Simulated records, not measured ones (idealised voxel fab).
process module | voxel ribs on slabs
Displayed cross-section: cut, width of 190 nm, square cells sized 5 nm.
Just so we're on the same page, the cross-sections are grids of square cells, and they're listed out in bands top to bottom, each band one or more rows deep. Top height, bottom height, nm. Materials left to right, width each, nm. Single material + "throughout" = fills band edge to edge. "blank" = empty. Heights are measured from 0, the level below which the as-received wafer is all one material; the lowest band has no bottom and continues downward, written as in "0 nm and below". You'd read "30->40" like this: the band's top row of cells is as wide as the first number, its bottom row is as wide as the second, and going down, every row changes width by the same amount as the row before did. "remained unchanged" -> step changed no cross-section cell. If an empty space has no open way to the top and is at least 8 cells in size, "Tabulated closed voids" lists it, written width x height at distance, where distance is measured from the left edge and every value is in nm. The remark found on a step's line after its settings is issued by the simulator itself and pertains to that step. Each step line may optionally specify "overlay nm", which for a step with a mask gives the rightward distance between the mask's planned place and where it lay, a negative value indicating the leftward direction.
PLANNED PROCESS STEPS
1,RECEIVE: material Si
2,DIRECTIONAL_DEP: material SiO2, thk nm 30
3,DIRECTIONAL_DEP: material polySi, thk nm 20
4,PATTERN: tone cover, mask id RIB, material resist, width nm 30, thk nm 20, overlay nm 0
5,DIRECTIONAL_ETCH: etch materials polySi, depth nm 15
6,STRIP: etch materials resist
7,PATTERN: tone cover, mask id SLAB, material resist, width nm 80, thk nm 15, overlay nm 0
8,DIRECTIONAL_ETCH: etch materials polySi, depth nm 5
9,STRIP: etch materials resist
10,FILL_DEP: material SiO2, thk nm 20
11,CMP: height nm 60
12,DIRECTIONAL_DEP: material W, thk nm 5
13,MASKED_ETCH: tone cover, mask id HEATER, width nm 40, etch materials W, depth nm 5, overlay nm 0
14,CONFORMAL_DEP: material SiO2, thk nm 5
FIRST OF TWO WAFERS - AS PLANNED
HERE'S WHAT THE WAFER LOOKED LIKE IN CROSS-SECTION WHEN IT ARRIVED - THAT'S AFTER STEP 1
	0 nm and below  Si throughout
	Tabulated closed voids: none
STEP 2 DONE - WAFER CROSS-SECTION
	30 nm to 0 nm  SiO2 throughout
	No changes below 0.
STEP 3 DONE - WAFER CROSS-SECTION
	50 nm to 30 nm  polySi throughout
	No changes below 30.
STEP 4 DONE - WAFER CROSS-SECTION
	70 nm to 50 nm  blank: 80 / resist: 30 / blank: 80
	No changes below 50.
STEP 5 DONE - WAFER CROSS-SECTION
	70 nm to 50 nm  blank: 80 / resist: 30 / blank: 80
	50 nm to 35 nm  blank: 80 / polySi: 30 / blank: 80
	No changes below 35.
STEP 6 DONE - WAFER CROSS-SECTION
	50 nm to 35 nm  blank: 80 / polySi: 30 / blank: 80
	No changes below 35.
STEP 7 DONE - WAFER CROSS-SECTION
	65 nm to 50 nm  blank: 55 / resist: 80 / blank: 55
	50 nm to 35 nm  blank: 55 / resist: 25 / polySi: 30 / resist: 25 / blank: 55
	No changes below 35.
STEP 8 DONE - WAFER CROSS-SECTION
	65 nm to 50 nm  blank: 55 / resist: 80 / blank: 55
	50 nm to 35 nm  blank: 55 / resist: 25 / polySi: 30 / resist: 25 / blank: 55
	35 nm to 30 nm  blank: 55 / polySi: 80 / blank: 55
	No changes below 30.
STEP 9 DONE - WAFER CROSS-SECTION
	50 nm to 35 nm  blank: 80 / polySi: 30 / blank: 80
	No changes below 35.
STEP 10 DONE - WAFER CROSS-SECTION
	70 nm to 50 nm  SiO2 throughout
	50 nm to 35 nm  SiO2: 80 / polySi: 30 / SiO2: 80
	35 nm to 30 nm  SiO2: 55 / polySi: 80 / SiO2: 55
	No changes below 30.
STEP 11 DONE - WAFER CROSS-SECTION
	60 nm to 50 nm  SiO2 throughout
	No changes below 50.
STEP 12 DONE - WAFER CROSS-SECTION
	65 nm to 60 nm  W throughout
	No changes below 60.
STEP 13 DONE - WAFER CROSS-SECTION
	65 nm to 60 nm  blank: 75 / W: 40 / blank: 75
	No changes below 60.
STEP 14 DONE - WAFER CROSS-SECTION
	70 nm to 65 nm  blank: 70 / SiO2: 50 / blank: 70
	65 nm to 60 nm  SiO2: 75 / W: 40 / SiO2: 75
	No changes below 60.
WAFER TWO: LIKE WAFER ONE IN START AND PLAN, BUT WITH ONE MISTAKE IN EXECUTION; IDENTICAL UP TO AND INCLUDING STEP 6
CROSS-SECTION, SECOND WAFER, AT THE END TIME THE PLAN GIVES FOR STEP 7
	65 nm to 50 nm  blank: 55 / resist: 85 / blank: 50
	50 nm to 35 nm  blank: 55 / resist: 25 / polySi: 30 / resist: 30 / blank: 50
	No changes below 35.
CROSS-SECTION, SECOND WAFER, AT THE END TIME THE PLAN GIVES FOR STEP 8
	65 nm to 50 nm  blank: 55 / resist: 85 / blank: 50
	50 nm to 35 nm  blank: 55 / resist: 25 / polySi: 30 / resist: 30 / blank: 50
	35 nm to 30 nm  blank: 55 / polySi: 85 / blank: 50
	No changes below 30.
CROSS-SECTION, SECOND WAFER, AT THE END TIME THE PLAN GIVES FOR STEP 9
	50 nm to 35 nm  blank: 80 / polySi: 30 / blank: 80
	No changes below 35.
CROSS-SECTION, SECOND WAFER, AT THE END TIME THE PLAN GIVES FOR STEP 10
	70 nm to 50 nm  SiO2 throughout
	50 nm to 35 nm  SiO2: 80 / polySi: 30 / SiO2: 80
	35 nm to 30 nm  SiO2: 55 / polySi: 85 / SiO2: 50
	No changes below 30.
CROSS-SECTION, SECOND WAFER, AT THE END TIME THE PLAN GIVES FOR STEP 11
	60 nm to 50 nm  SiO2 throughout
	No changes below 50.
CROSS-SECTION, SECOND WAFER, AT THE END TIME THE PLAN GIVES FOR STEP 12
	65 nm to 60 nm  W throughout
	No changes below 60.
CROSS-SECTION, SECOND WAFER, AT THE END TIME THE PLAN GIVES FOR STEP 13
	65 nm to 60 nm  blank: 75 / W: 40 / blank: 75
	No changes below 60.
CROSS-SECTION, SECOND WAFER, AT THE END TIME THE PLAN GIVES FOR STEP 14
	70 nm to 65 nm  blank: 70 / SiO2: 50 / blank: 70
	65 nm to 60 nm  SiO2: 75 / W: 40 / SiO2: 75
	No changes below 60.
What was the processing mistake? step 7 went in with a setting other than planned; the actual run was PATTERN: tone cover, mask id SLAB, material resist, width nm 85, thk nm 15, overlay nm 0
Looking at both finished wafers in cells, the second ends up ahead of or behind the first on some materials: -1 SiO2 | +1 polySi
